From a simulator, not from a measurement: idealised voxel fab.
voxel capacitor over wiring: a process module
cross-section cut | 245 nm wide | cells 5 nm
This document writes a cross-section as a grid whose cells are square, and gives it as bands, listed from the top down; one or more rows of cells form a band.
The entry gives the band's vertical extent as a top height and a bottom height in nm, then its horizontal make-up as materials from left to right, each with a width in nm. "blank" stands for empty space; a single material marked "throughout" fills the band edge to edge.
It should be noted that heights are counted from 0, beneath which the wafer as supplied is of one material throughout, and that the lowest band possesses no lower boundary but continues downward, as written in "0 nm and below".
Width: "30->40" (first number = top row, second number = bottom row, same change from row to row of cells).
No cell of the cross-section changed in a step that is given as "nothing different".
Closed void table: empty space of 8 cells or more with no open way to the top, each as width x height at its distance from the left edge, in nm
What comes after the settings on a step's line is commentary from the simulator itself on that step.
overlay nm: for a step with a mask, the amount by which the mask lay right of where it was planned; a negative amount means left of it.
Reading key. Pairs: pre-step and post-step cross-section, one process step apart; post-step view only to lowest changed band. Step between + settings: beneath pair. Runs: pairs may be from different runs of this module, same starting wafer. Continuation from pair above: only where "Pre-step snapshot" entry says.
Pre-step snapshot:
	100 nm to 70 nm = resist 70, blank 75, resist 100
	70 nm to 65 nm = aC 70, blank 5, TiN 65, blank 5, aC 100
	65 nm to 60 nm = aC 70, blank 5, Al2O3 65, blank 5, aC 100
	60 nm to 55 nm = TiN throughout
	55 nm to 45 nm = lowk 75, Ru 15, lowk 155
	45 nm to 40 nm = SiCN 75, Ru 15, SiCN 155
	40 nm to 20 nm = lowk 60, W 30, lowk 60, W 30, lowk 65
	20 nm to 15 nm = lowk 60, TiN 30, lowk 60, TiN 30, lowk 65
	15 nm to 0 nm = SiO2 throughout
	0 nm and below = Si throughout
	Closed void table: none
Sectional Result:
	70 nm to 65 nm = aC 70, blank 5, TiN 65, blank 5, aC 100
	Lower than 65, everything is as it was.
	Closed void table: none
Step taken after the before cross-section and before the after cross-section above: STRIP (etch materials resist)
Pre-step snapshot: cross-section not repeated; it is the one shown after the step in the pair just above.
Sectional Result:
	70 nm to 65 nm = aC 70, blank 75, aC 100
	65 nm to 60 nm = aC 70, blank 5, Al2O3 65, blank 5, aC 100
	60 nm to 55 nm = TiN 70, blank 5, TiN 65, blank 5, TiN 100
	Lower than 55, everything is as it was.
	Closed void table: none
Step taken after the before cross-section and before the after cross-section above: DIRECTIONAL_ETCH (etch materials TiN; depth nm 5)
Pre-step snapshot: cross-section not repeated; it is the one shown after the step in the pair just above.
Sectional Result:
	65 nm to 60 nm = blank 75, Al2O3 65, blank 105
	Lower than 60, everything is as it was.
	Closed void table: none
Step taken after the before cross-section and before the after cross-section above: STRIP (etch materials aC)
Pre-step snapshot: cross-section not repeated; it is the one shown after the step in the pair just above.
Sectional Result:
	80 nm to 65 nm = SiO2 throughout
	65 nm to 60 nm = SiO2 75, Al2O3 65, SiO2 105
	60 nm to 55 nm = TiN 70, SiO2 5, TiN 65, SiO2 5, TiN 100
	Lower than 55, everything is as it was.
	Closed void table: none
Step taken after the before cross-section and before the after cross-section above: FILL_DEP (material SiO2; thk nm 15)
Pre-step snapshot: cross-section not repeated; it is the one shown after the step in the pair just above.
Sectional Result:
	95 nm to 80 nm = resist 85, blank 15, resist 145
	Lower than 80, everything is as it was.
	Closed void table: none
Step taken after the before cross-section and before the after cross-section above: PATTERN (tone open; mask id PLUG_2; material resist; width nm 15; thk nm 15; overlay nm 0)
Pre-step snapshot: cross-section not repeated; it is the one shown after the step in the pair just above.
Sectional Result:
	95 nm to 80 nm = resist 85, blank 15, resist 145
	80 nm to 70 nm = SiO2 85, blank 15, SiO2 145
	Lower than 70, everything is as it was.
	Closed void table: none
Step taken after the before cross-section and before the after cross-section above: DIRECTIONAL_ETCH (etch materials SiO2; depth nm 10)
Pre-step snapshot: cross-section not repeated; it is the one shown after the step in the pair just above.
Sectional Result:
	80 nm to 70 nm = SiO2 85, blank 15, SiO2 145
	Lower than 70, everything is as it was.
	Closed void table: none
Step taken after the before cross-section and before the after cross-section above: STRIP (etch materials resist)
Pre-step snapshot: cross-section not repeated; it is the one shown after the step in the pair just above.
Sectional Result:
	85 nm to 80 nm = TiN 90, blank 5, TiN 150
	80 nm to 75 nm = SiO2 85, TiN 5, blank 5, TiN 5, SiO2 145
	75 nm to 70 nm = SiO2 85, TiN 15, SiO2 145
	Lower than 70, everything is as it was.
	Closed void table: none
Step taken after the before cross-section and before the after cross-section above: CONFORMAL_DEP (material TiN; thk nm 5)
Pre-step snapshot: cross-section not repeated; it is the one shown after the step in the pair just above.
Sectional Result:
	95 nm to 85 nm = Cu throughout
	85 nm to 80 nm = TiN 90, Cu 5, TiN 150
	80 nm to 75 nm = SiO2 85, TiN 5, Cu 5, TiN 5, SiO2 145
	Lower than 75, everything is as it was.
	Closed void table: none
Step taken after the before cross-section and before the after cross-section above: FILL_DEP (material Cu; thk nm 10)
Pre-step snapshot: cross-section not repeated; it is the one shown after the step in the pair just above.
Sectional Result:
	80 nm to 75 nm = SiO2 85, TiN 5, Cu 5, TiN 5, SiO2 145
	Lower than 75, everything is as it was.
	Closed void table: none
Step taken after the before cross-section and before the after cross-section above: CMP (height nm 80)
Pre-step snapshot: cross-section not repeated; it is the one shown after the step in the pair just above.
Sectional Result:
	85 nm to 80 nm = SiN throughout
	Lower than 80, everything is as it was.
	Closed void table: none
Step taken after the before cross-section and before the after cross-section above: CONFORMAL_DEP (material SiN; thk nm 5)
